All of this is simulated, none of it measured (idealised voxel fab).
The following is a process module called voxel local oxidation.
Square cells of 5 nm make up the cross-section cut, whose width is 150 nm.
In this document a cross-section is written as a grid of square cells. It is given as a series of bands, listed from the top down, and a band is one or more rows of cells. It is stipulated that each band's entry specify, in nanometres, the height of the top of the band and then that of its bottom, followed by the materials of the band in left-to-right sequence, each together with its width in nanometres. A single material marked by the word "throughout" is understood to fill the band from edge to edge; the word "blank" is understood to denote empty space. Ref level 0: as-received wafer is one material below here. Bottom band extends down with no lower bound ("0..down"). The width entry "30..40" should be interpreted row by row: the top row of cells in the band takes the first number, the bottom row takes the second number, and the change between adjacent rows is uniform throughout. Reading "remains unaltered" for a step: not a cell of the cross-section changed in it. Each empty space that has no open way to the top and spans at least 8 cells appears under "Closed voids list" as width x height at distance, the distance counted from the left edge, all in nm. If you see something after the settings on a step's line, that's the simulator's own remark about that step. "overlay nm", when on a step's line for a step with a mask, measures how far to the right of its planned place the mask lay; a negative measure means to the left.
Planned process steps
1) RECEIVE [material Si]
2) OXIDIZE [depth nm 5]
3) CONFORMAL_DEP [material SiN] [thk nm 15]
4) DIRECTIONAL_DEP [material aC] [thk nm 15]
5) PATTERN [tone cover] [mask id ACTIVE] [material resist] [width nm 95] [thk nm 30] [overlay nm 0]
6) DIRECTIONAL_ETCH [etch materials aC] [depth nm 15]
7) STRIP [etch materials resist]
8) DIRECTIONAL_ETCH [etch materials SiN] [depth nm 15]
9) STRIP [etch materials aC]
10) SELECTIVE_ETCH [etch materials SiO2] [depth nm 5]
11) OXIDIZE [depth nm 15]
12) STRIP [etch materials SiN]
Cross-section of the wafer upon arrival, representing the state reached after step 1
    0..down  Si throughout
    Closed voids list: none
Starting structure and process plan are as shown above, but one mistake was made in running the module; the wafer cross-section at the end of the module follows
    0..-5  30 nm blank; 90 nm SiO2; 30 nm blank
    -5..-20  45 nm SiO2; 60 nm Si; 45 nm SiO2
    -20..down  Si throughout
    Closed voids list: none
The plan and the run diverged here: step 5 was run on a setting that differed from the plan, and what really ran there is PATTERN [tone cover] [mask id ACTIVE] [material resist] [width nm 100] [thk nm 30] [overlay nm 0]
